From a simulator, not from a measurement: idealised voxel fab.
process module | voxel spacer lines
cross-section cut | 260 nm wide | cells 5 nm
A cross-section is a grid of square cells, given in bands from the top down. A band is one or more rows of cells.
Each band's line starts with the height of the band's top and of its bottom, in nm. Then come its materials from left to right, each with its width in nm. One material with "throughout" fills the band from edge to edge. "air" is empty space.
Height 0 is the level under which the wafer as received is all one material. The lowest band goes on downwards, as in "0 down".
A width such as "30 to 40" changes by the same amount from each row of cells to the next, from the band's top row to its bottom row.
"no change" after a step means that no cell of the cross-section changed.
closed voids: empty space of 8 cells or more with no open way to the top, each as width x height at its distance from the left edge, in nm
after a step's settings: what the simulator itself notes on the step
overlay nm, on a step with a mask: how far to the right of its planned place the mask lay; to the left if negative
plan
1 op RECEIVE | material Si
2 op CONFORMAL_DEP | material SiO2 | thk nm 5
3 op DIRECTIONAL_DEP | material W | thk nm 15
4 op DIRECTIONAL_DEP | material polySi | thk nm 25
5 op PATTERN | tone cover | mask id MANDREL | material resist | width nm 25 | pitch nm 80 | thk nm 30 | overlay nm 0
6 op DIRECTIONAL_ETCH | etch materials polySi | depth nm 25
7 op STRIP | etch materials resist
8 op CONFORMAL_DEP | material SiN | thk nm 15
9 op DIRECTIONAL_ETCH | etch materials SiN | depth nm 15
10 op STRIP | etch materials polySi
11 op DIRECTIONAL_ETCH | etch materials W | depth nm 15
12 op STRIP | etch materials SiN
13 op FILL_DEP | material lowk | thk nm 5
14 op CMP | height nm 20
as received, after step 1
  0 down: Si throughout
  closed voids: none
a wafer at the end: this start, this plan, one mistake
  20 to 5: lowk 50 | W 15 | lowk 25 | W 15 | lowk 25 | W 15 | lowk 25 | W 15 | lowk 75
  5 to 0: SiO2 throughout
  0 down: Si throughout
  closed voids: none
what went wrong: step 5 ran as: op PATTERN | tone cover | mask id MANDREL | material resist | width nm 25 | pitch nm 80 | thk nm 30 | overlay nm -10
